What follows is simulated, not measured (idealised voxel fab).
The process module that follows is named voxel capacitor over wiring.
Square cell edge 5 nm, section width 235 nm, ID cut.
Each cross-section below is a grid of square cells, stated as bands in top-down order, with one or more rows of cells making up each band.
Band: top height; bottom height; in nm. Then, left to right: material with width in nm, for each material. "everywhere": a single material spanning edge to edge. "empty": empty space.
Height 0 is the level under which the wafer as received is all one material. The lowest band goes on downwards, as in "z 0 and below".
The width entry "30->40" should be interpreted row by row: the top row of cells in the band takes the first number, the bottom row takes the second number, and the change between adjacent rows is uniform throughout.
Where the words "remains unaltered" appear for a step, the cross-section shows no cell changed by that step; every cell remained as before.
"Fully sealed voids" specifies each empty space that is not open to the top and that occupies no fewer than 8 cells, using the form width x height at distance, the distance measured from the left edge and all three quantities in nm.
Post-settings text on a step line: simulator's own remark regarding the step.
When a step includes a mask, the "overlay nm" setting on its line states how far to the right of its planned place that mask lay, and negative values state how far to the left.
The planned process steps are enumerated hereunder
1 RECEIVE [material Si]
2 CONFORMAL_DEP [material SiO2] [thk nm 10]
3 CONFORMAL_DEP [material SiCN] [thk nm 5]
4 DIRECTIONAL_DEP [material SiO2] [thk nm 15]
5 PATTERN [tone open] [mask id METAL_1] [material resist] [width nm 30] [pitch nm 100] [thk nm 20] [overlay nm 0]
6 DIRECTIONAL_ETCH [etch materials SiO2] [depth nm 15]
7 DIRECTIONAL_ETCH [etch materials SiCN] [depth nm 5]
8 STRIP [etch materials resist]
9 CONFORMAL_DEP [material TiN] [thk nm 5]
10 FILL_DEP [material Cu] [thk nm 5]
11 CMP [height nm 30]
12 CONFORMAL_DEP [material SiCN] [thk nm 5]
13 DIRECTIONAL_DEP [material lowk] [thk nm 15]
14 MASKED_ETCH [tone open] [mask id PLUG_1] [width nm 15] [etch materials lowk] [depth nm 15] [overlay nm 0]
15 MASKED_ETCH [tone open] [mask id PLUG_1] [width nm 15] [etch materials SiCN] [depth nm 5] [overlay nm 0]
16 EPI [material Ru] [thk nm 10]
17 EPI [material Ru] [thk nm 10]
18 DIRECTIONAL_DEP [material TiN] [thk nm 5]
19 DIRECTIONAL_DEP [material Al2O3] [thk nm 5]
20 DIRECTIONAL_DEP [material TiN] [thk nm 5]
21 MASKED_ETCH [tone cover] [mask id UPPER_PLATE] [width nm 75] [etch materials TiN] [depth nm 5] [overlay nm 0]
22 MASKED_ETCH [tone cover] [mask id UPPER_PLATE] [width nm 75] [etch materials Al2O3] [depth nm 5] [overlay nm 0]
23 PATTERN [tone cover] [mask id LOWER_PLATE] [material resist] [width nm 85] [thk nm 15] [overlay nm 0]
24 DIRECTIONAL_ETCH [etch materials TiN] [depth nm 5]
25 STRIP [etch materials resist]
26 FILL_DEP [material SiO2] [thk nm 15]
27 CMP [height nm 75]
28 DIRECTIONAL_DEP [material aC] [thk nm 10]
29 PATTERN [tone open] [mask id PLUG_2] [material resist] [width nm 15] [thk nm 30] [overlay nm 0]
30 DIRECTIONAL_ETCH [etch materials aC] [depth nm 10]
31 STRIP [etch materials resist]
32 DIRECTIONAL_ETCH [etch materials SiO2] [depth nm 10]
33 STRIP [etch materials aC]
34 CONFORMAL_DEP [material TiN] [thk nm 5]
35 FILL_DEP [material Cu] [thk nm 10]
36 CMP [height nm 75]
37 CONFORMAL_DEP [material SiCN] [thk nm 5]
So, the first of our two wafers, run just as we planned it
Shown in cross-section is the wafer as received, that is, as it stands after step 1
* z 0 and below: Si everywhere
* Fully sealed voids: none
After step 2
* z 10 to 0: SiO2 everywhere
* below 0: unchanged
After step 3
* z 15 to 10: SiCN everywhere
* below 10: unchanged
After step 4
* z 30 to 15: SiO2 everywhere
* below 15: unchanged
After step 5
* z 50 to 30: 50 nm resist, then 30 nm empty, then 70 nm resist, then 30 nm empty, then 55 nm resist
* below 30: unchanged
After step 6
* z 50 to 30: 50 nm resist, then 30 nm empty, then 70 nm resist, then 30 nm empty, then 55 nm resist
* z 30 to 15: 50 nm SiO2, then 30 nm empty, then 70 nm SiO2, then 30 nm empty, then 55 nm SiO2
* below 15: unchanged
After step 7
* z 50 to 30: 50 nm resist, then 30 nm empty, then 70 nm resist, then 30 nm empty, then 55 nm resist
* z 30 to 15: 50 nm SiO2, then 30 nm empty, then 70 nm SiO2, then 30 nm empty, then 55 nm SiO2
* z 15 to 10: 50 nm SiCN, then 30 nm empty, then 70 nm SiCN, then 30 nm empty, then 55 nm SiCN
* below 10: unchanged
After step 8
* z 30 to 15: 50 nm SiO2, then 30 nm empty, then 70 nm SiO2, then 30 nm empty, then 55 nm SiO2
* below 15: unchanged
After step 9
* z 35 to 30: 55 nm TiN, then 20 nm empty, then 80 nm TiN, then 20 nm empty, then 60 nm TiN
* z 30 to 15: 50 nm SiO2, then 5 nm TiN, then 20 nm empty, then 5 nm TiN, then 70 nm SiO2, then 5 nm TiN, then 20 nm empty, then 5 nm TiN, then 55 nm SiO2
* z 15 to 10: 50 nm SiCN, then 30 nm TiN, then 70 nm SiCN, then 30 nm TiN, then 55 nm SiCN
* below 10: unchanged
After step 10
* z 40 to 35: Cu everywhere
* z 35 to 30: 55 nm TiN, then 20 nm Cu, then 80 nm TiN, then 20 nm Cu, then 60 nm TiN
* z 30 to 15: 50 nm SiO2, then 5 nm TiN, then 20 nm Cu, then 5 nm TiN, then 70 nm SiO2, then 5 nm TiN, then 20 nm Cu, then 5 nm TiN, then 55 nm SiO2
* below 15: unchanged
After step 11
* z 30 to 15: 50 nm SiO2, then 5 nm TiN, then 20 nm Cu, then 5 nm TiN, then 70 nm SiO2, then 5 nm TiN, then 20 nm Cu, then 5 nm TiN, then 55 nm SiO2
* below 15: unchanged
After step 12
* z 35 to 30: SiCN everywhere
* below 30: unchanged
After step 13
* z 50 to 35: lowk everywhere
* below 35: unchanged
After step 14
* z 50 to 35: 65 nm lowk, then 15 nm empty, then 155 nm lowk
* below 35: unchanged
After step 15
* z 50 to 35: 65 nm lowk, then 15 nm empty, then 155 nm lowk
* z 35 to 30: 65 nm SiCN, then 15 nm empty, then 155 nm SiCN
* below 30: unchanged
After step 16
* z 50 to 40: 65 nm lowk, then 15 nm empty, then 155 nm lowk
* z 40 to 35: 65 nm lowk, then 15 nm Ru, then 155 nm lowk
* z 35 to 30: 65 nm SiCN, then 15 nm Ru, then 155 nm SiCN
* below 30: unchanged
After step 17
* z 50 to 35: 65 nm lowk, then 15 nm Ru, then 155 nm lowk
* below 35: unchanged
After step 18
* z 55 to 50: TiN everywhere
* below 50: unchanged
After step 19
* z 60 to 55: Al2O3 everywhere
* below 55: unchanged
After step 20
* z 65 to 60: TiN everywhere
* below 60: unchanged
After step 21
* z 65 to 60: 65 nm empty, then 75 nm TiN, then 95 nm empty
* below 60: unchanged
After step 22
* z 65 to 60: 65 nm empty, then 75 nm TiN, then 95 nm empty
* z 60 to 55: 65 nm empty, then 75 nm Al2O3, then 95 nm empty
* below 55: unchanged
After step 23
* z 80 to 65: 60 nm empty, then 85 nm resist, then 90 nm empty
* z 65 to 60: 60 nm empty, then 5 nm resist, then 75 nm TiN, then 5 nm resist, then 90 nm empty
* z 60 to 55: 60 nm empty, then 5 nm resist, then 75 nm Al2O3, then 5 nm resist, then 90 nm empty
* below 55: unchanged
After step 24
* z 80 to 65: 60 nm empty, then 85 nm resist, then 90 nm empty
* z 65 to 60: 60 nm empty, then 5 nm resist, then 75 nm TiN, then 5 nm resist, then 90 nm empty
* z 60 to 55: 60 nm empty, then 5 nm resist, then 75 nm Al2O3, then 5 nm resist, then 90 nm empty
* z 55 to 50: 60 nm empty, then 85 nm TiN, then 90 nm empty
* below 50: unchanged
After step 25
* z 65 to 60: 65 nm empty, then 75 nm TiN, then 95 nm empty
* z 60 to 55: 65 nm empty, then 75 nm Al2O3, then 95 nm empty
* below 55: unchanged
After step 26
* z 80 to 65: SiO2 everywhere
* z 65 to 60: 65 nm SiO2, then 75 nm TiN, then 95 nm SiO2
* z 60 to 55: 65 nm SiO2, then 75 nm Al2O3, then 95 nm SiO2
* z 55 to 50: 60 nm SiO2, then 85 nm TiN, then 90 nm SiO2
* below 50: unchanged
After step 27
* z 75 to 65: SiO2 everywhere
* below 65: unchanged
After step 28
* z 85 to 75: aC everywhere
* below 75: unchanged
After step 29
* z 115 to 85: 75 nm resist, then 15 nm empty, then 145 nm resist
* below 85: unchanged
After step 30
* z 105 to 85: 75 nm resist, then 15 nm empty, then 145 nm resist
* z 85 to 75: 75 nm aC, then 15 nm empty, then 145 nm aC
* below 75: unchanged
After step 31
* z 85 to 75: 75 nm aC, then 15 nm empty, then 145 nm aC
* below 75: unchanged
After step 32
* z 85 to 75: 75 nm aC, then 15 nm empty, then 145 nm aC
* z 75 to 65: 75 nm SiO2, then 15 nm empty, then 145 nm SiO2
* below 65: unchanged
After step 33
* z 75 to 65: 75 nm SiO2, then 15 nm empty, then 145 nm SiO2
* below 65: unchanged
After step 34
* z 80 to 75: 80 nm TiN, then 5 nm empty, then 150 nm TiN
* z 75 to 70: 75 nm SiO2, then 5 nm TiN, then 5 nm empty, then 5 nm TiN, then 145 nm SiO2
* z 70 to 60: 75->65 nm SiO2, then 15->75 nm TiN, then 145->95 nm SiO2
* below 60: unchanged
After step 35
* z 90 to 80: Cu everywhere
* z 80 to 75: 80 nm TiN, then 5 nm Cu, then 150 nm TiN
* z 75 to 70: 75 nm SiO2, then 5 nm TiN, then 5 nm Cu, then 5 nm TiN, then 145 nm SiO2
* below 70: unchanged
After step 36
* z 75 to 70: 75 nm SiO2, then 5 nm TiN, then 5 nm Cu, then 5 nm TiN, then 145 nm SiO2
* below 70: unchanged
After step 37
* z 80 to 75: SiCN everywhere
* below 75: unchanged
Second wafer: like start, like plan, one mistake. Through step 22 it matches the first wafer
Cross-section of the second wafer corresponding to the planned conclusion of step 23
* z 80 to 65: 60 nm resist, then 85 nm empty, then 90 nm resist
* z 65 to 60: 60 nm resist, then 5 nm empty, then 75 nm TiN, then 5 nm empty, then 90 nm resist
* z 60 to 55: 60 nm resist, then 5 nm empty, then 75 nm Al2O3, then 5 nm empty, then 90 nm resist
* below 55: unchanged
Cross-section of the second wafer corresponding to the planned conclusion of step 24
* z 80 to 60: 60 nm resist, then 85 nm empty, then 90 nm resist
* z 60 to 55: 60 nm resist, then 5 nm empty, then 75 nm Al2O3, then 5 nm empty, then 90 nm resist
* z 55 to 50: 60 nm TiN, then 5 nm empty, then 75 nm TiN, then 5 nm empty, then 90 nm TiN
* below 50: unchanged
Cross-section of the second wafer corresponding to the planned conclusion of step 25
* z 60 to 55: 65 nm empty, then 75 nm Al2O3, then 95 nm empty
* below 55: unchanged
Cross-section of the second wafer corresponding to the planned conclusion of step 26
* z 75 to 60: SiO2 everywhere
* z 60 to 55: 65 nm SiO2, then 75 nm Al2O3, then 95 nm SiO2
* z 55 to 50: 60 nm TiN, then 5 nm SiO2, then 75 nm TiN, then 5 nm SiO2, then 90 nm TiN
* below 50: unchanged
Cross-section of the second wafer corresponding to the planned conclusion of step 27: remains unaltered
Cross-section of the second wafer corresponding to the planned conclusion of step 28
* z 85 to 75: aC everywhere
* below 75: unchanged
Cross-section of the second wafer corresponding to the planned conclusion of step 29
* z 115 to 85: 75 nm resist, then 15 nm empty, then 145 nm resist
* below 85: unchanged
Cross-section of the second wafer corresponding to the planned conclusion of step 30
* z 105 to 85: 75 nm resist, then 15 nm empty, then 145 nm resist
* z 85 to 75: 75 nm aC, then 15 nm empty, then 145 nm aC
* below 75: unchanged
Cross-section of the second wafer corresponding to the planned conclusion of step 31
* z 85 to 75: 75 nm aC, then 15 nm empty, then 145 nm aC
* below 75: unchanged
Cross-section of the second wafer corresponding to the planned conclusion of step 32
* z 85 to 75: 75 nm aC, then 15 nm empty, then 145 nm aC
* z 75 to 65: 75 nm SiO2, then 15 nm empty, then 145 nm SiO2
* below 65: unchanged
Cross-section of the second wafer corresponding to the planned conclusion of step 33
* z 75 to 65: 75 nm SiO2, then 15 nm empty, then 145 nm SiO2
* below 65: unchanged
Cross-section of the second wafer corresponding to the planned conclusion of step 34
* z 80 to 75: 80 nm TiN, then 5 nm empty, then 150 nm TiN
* z 75 to 70: 75 nm SiO2, then 5 nm TiN, then 5 nm empty, then 5 nm TiN, then 145 nm SiO2
* z 70 to 65: 75 nm SiO2, then 15 nm TiN, then 145 nm SiO2
* below 65: unchanged
Cross-section of the second wafer corresponding to the planned conclusion of step 35
* z 90 to 80: Cu everywhere
* z 80 to 75: 80 nm TiN, then 5 nm Cu, then 150 nm TiN
* z 75 to 70: 75 nm SiO2, then 5 nm TiN, then 5 nm Cu, then 5 nm TiN, then 145 nm SiO2
* below 70: unchanged
Cross-section of the second wafer corresponding to the planned conclusion of step 36
* z 75 to 70: 75 nm SiO2, then 5 nm TiN, then 5 nm Cu, then 5 nm TiN, then 145 nm SiO2
* below 70: unchanged
Cross-section of the second wafer corresponding to the planned conclusion of step 37
* z 80 to 75: SiCN everywhere
* below 75: unchanged
what went wrong: step 23 was run on a setting that differed from the plan, and what really ran there is PATTERN [tone open] [mask id LOWER_PLATE] [material resist] [width nm 85] [thk nm 15] [overlay nm 0]
Bottom line after processing is that, in cells, the second wafer is up or down on some materials versus the first: SiO2: 13 fewer; TiN: 13 more
